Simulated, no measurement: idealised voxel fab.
This section sets out a process module, namely voxel released beams.
The figure presents cross-section cut, which has a width of 255 nm and is divided into square cells with an edge length of 5 nm.
Format of a cross-section: grid, square cells. Given as bands. Order: top down. Band: one or more rows of cells. Read a band's entry like this: the first values are the height of its top and the height of its bottom in nm, and what follows is the sequence of materials from left to right, each with its width in nm. Note that "air" is empty space, and that a single material marked "everywhere" reaches across the band from edge to edge. Basically, 0 is our baseline, since under it the wafer straight out of the box is all one material. The bottom band has no lower end and keeps on going down, so it looks like "0 and below". A width given as "30->40" starts at the first number in the band's top row and ends at the second number in its bottom row, shifting by an equal amount at every step from row to row. No cell of the cross-section changed in a step that is given as "nothing different". Each empty space that has no open way to the top and spans at least 8 cells appears under "Voids, enclosed" as width x height at distance, the distance counted from the left edge, all in nm. Heads up: the bit after the settings on a step's line is the simulator's remark on that step. On any step carrying a mask, the "overlay nm" setting, if present on the step's line, tells how far right of its planned place the mask lay; negative values point to the left.
List of planned process steps:
1,RECEIVE, material Si
2,CONFORMAL_DEP, material SiN, thk nm 5
3,DIRECTIONAL_DEP, material SiO2, thk nm 20
4,MASKED_ETCH, tone open, mask id ANCHOR, width nm 35, etch materials SiO2, depth nm 20, overlay nm 0
5,CONFORMAL_DEP, material W, thk nm 10
6,DIRECTIONAL_DEP, material aC, thk nm 15
7,PATTERN, tone cover, mask id BEAM, material resist, width nm 85, thk nm 30, overlay nm 0
8,DIRECTIONAL_ETCH, etch materials aC, depth nm 15
9,STRIP, etch materials resist
10,DIRECTIONAL_ETCH, etch materials W, depth nm 10
11,STRIP, etch materials aC
12,STRIP, etch materials SiO2
First wafer of two (run as planned):
Received-state cross-section, reflecting completion of step 1:
  0 and below: Si everywhere
  Voids, enclosed: none
Cross-sectional representation of the wafer at the conclusion of step 2:
  5 down to 0: SiN everywhere
  For the remainder of the cross-section, below 0, there is no change.
Cross-sectional representation of the wafer at the conclusion of step 3:
  25 down to 5: SiO2 everywhere
  For the remainder of the cross-section, below 5, there is no change.
Cross-sectional representation of the wafer at the conclusion of step 4:
  25 down to 5: 85 SiO2 | 35 air | 135 SiO2
  For the remainder of the cross-section, below 5, there is no change.
Cross-sectional representation of the wafer at the conclusion of step 5:
  35 down to 25: 95 W | 15 air | 145 W
  25 down to 15: 85 SiO2 | 10 W | 15 air | 10 W | 135 SiO2
  15 down to 5: 85 SiO2 | 35 W | 135 SiO2
  For the remainder of the cross-section, below 5, there is no change.
Cross-sectional representation of the wafer at the conclusion of step 6:
  50 down to 35: 95 aC | 15 air | 145 aC
  35 down to 30: 95 W | 15 air | 145 W
  30 down to 25: 95 W | 15 aC | 145 W
  25 down to 15: 85 SiO2 | 10 W | 15 aC | 10 W | 135 SiO2
  For the remainder of the cross-section, below 15, there is no change.
Cross-sectional representation of the wafer at the conclusion of step 7:
  80 down to 50: 80 air | 85 resist | 90 air
  50 down to 35: 95 aC | 15 resist | 145 aC
  35 down to 30: 95 W | 15 resist | 145 W
  For the remainder of the cross-section, below 30, there is no change.
Cross-sectional representation of the wafer at the conclusion of step 8:
  65 down to 50: 80 air | 85 resist | 90 air
  50 down to 35: 80 air | 15 aC | 15 resist | 55 aC | 90 air
  For the remainder of the cross-section, below 35, there is no change.
Cross-sectional representation of the wafer at the conclusion of step 9:
  50 down to 35: 80 air | 15 aC | 15 air | 55 aC | 90 air
  35 down to 30: 95 W | 15 air | 145 W
  For the remainder of the cross-section, below 30, there is no change.
Cross-sectional representation of the wafer at the conclusion of step 10:
  50 down to 35: 80 air | 15 aC | 15 air | 55 aC | 90 air
  35 down to 30: 80 air | 15 W | 15 air | 55 W | 90 air
  30 down to 25: 80 air | 15 W | 15 aC | 55 W | 90 air
  For the remainder of the cross-section, below 25, there is no change.
Cross-sectional representation of the wafer at the conclusion of step 11:
  35 down to 25: 80 air | 15 W | 15 air | 55 W | 90 air
  25 down to 15: 85 SiO2 | 10 W | 15 air | 10 W | 135 SiO2
  For the remainder of the cross-section, below 15, there is no change.
Cross-sectional representation of the wafer at the conclusion of step 12:
  35 down to 25: 80 air | 15 W | 15 air | 55 W | 90 air
  25 down to 15: 85 air | 10 W | 15 air | 10 W | 135 air
  15 down to 5: 85 air | 35 W | 135 air
  For the remainder of the cross-section, below 5, there is no change.
second wafer: like start, like plan, one mistake. Through step 11 it matches the first wafer:
Here is the second wafer in cross-section at the point where step 12 of the plan should have been done:
  35 down to 25: 80 air | 15 W | 15 air | 55 W | 90 air
  25 down to 15: 85 air | 10 W | 15 air | 10 W | 135 air
  15 down to 5: 85 air | 35 W | 135 air
  For the remainder of the cross-section, below 5, there is no change.
Finding, execution versus plan: it should be noted that step 12 of the plan was executed twice
Outcome: the two wafer cross-sections end up identical, and the model's computation is unaffected by the mistake.
